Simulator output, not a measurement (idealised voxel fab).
The document below concerns the process module designated voxel fin reveal.
The cross-section shown here is cut; it is 245 nm wide and divided into square cells measuring 5 nm on a side.
Cross-sections here: square-cell grids, written as top-down lists of bands, a band being one or more rows of cells.
Top height, bottom height, nm. Materials left to right, width each, nm. Single material + "everywhere" = fills band edge to edge. "air" = empty.
Note: height 0 marks the level under which the wafer is uniformly one material as received. Lowest band unbounded below, written "top 0, no bottom".
The expression "30->40" gives the width at the extremes of the band, the first number at its top row of cells and the second at its bottom row, with the width changing by equal amounts from each row to the next in between.
Key: "everything unchanged" - step with no changed cell in the cross-section.
So "Closed void inventory" is basically the list of trapped voids: any empty space of 8 cells or more that can't reach the top through an opening. They're written width x height at distance, the distance being from the left edge, and it's all nm.
Note: text after step settings on the step line = simulator remark on that step.
overlay nm: how far to the right of its planned place the mask lay on this masked step (negative: to the left).

So here's the lineup of process steps we planned:
1,RECEIVE | material Si
2,CONFORMAL_DEP | material SiN | thk nm 10
3,PATTERN | tone cover | mask id FINS | material resist | width nm 15 | pitch nm 40 | thk nm 15 | overlay nm 0
4,DIRECTIONAL_ETCH | etch materials SiN | depth nm 10
5,DIRECTIONAL_ETCH | etch materials Si | depth nm 40
6,STRIP | etch materials resist
7,OXIDIZE | depth nm 5
8,FILL_DEP | material SiO2 | thk nm 10
9,CMP | height nm 10
10,SELECTIVE_ETCH | etch materials SiO2 | depth nm 35
11,STRIP | etch materials SiN
12,CONFORMAL_DEP | material HfO2 | thk nm 5
Where the wafers of this document differ is in the width nm of step 3; they start out the same, and the plan states the value that applied to the first wafer.

Cut through the first of several wafers as received, post step 1:
  top 0, no bottom = Si everywhere
  Closed void inventory: none

Tabulated below, wafer by wafer, are the end-of-module results: for each material, the number of cells gained (+) or lost (-) relative to the as-received state, followed by the closed voids:
width nm 15, +79 HfO2, -414 Si, +184 SiO2, Closed void inventory: none
width nm 20, +79 HfO2, -387 Si, +172 SiO2, Closed void inventory: none
width nm 25, +79 HfO2, -360 Si, +160 SiO2, Closed void inventory: none
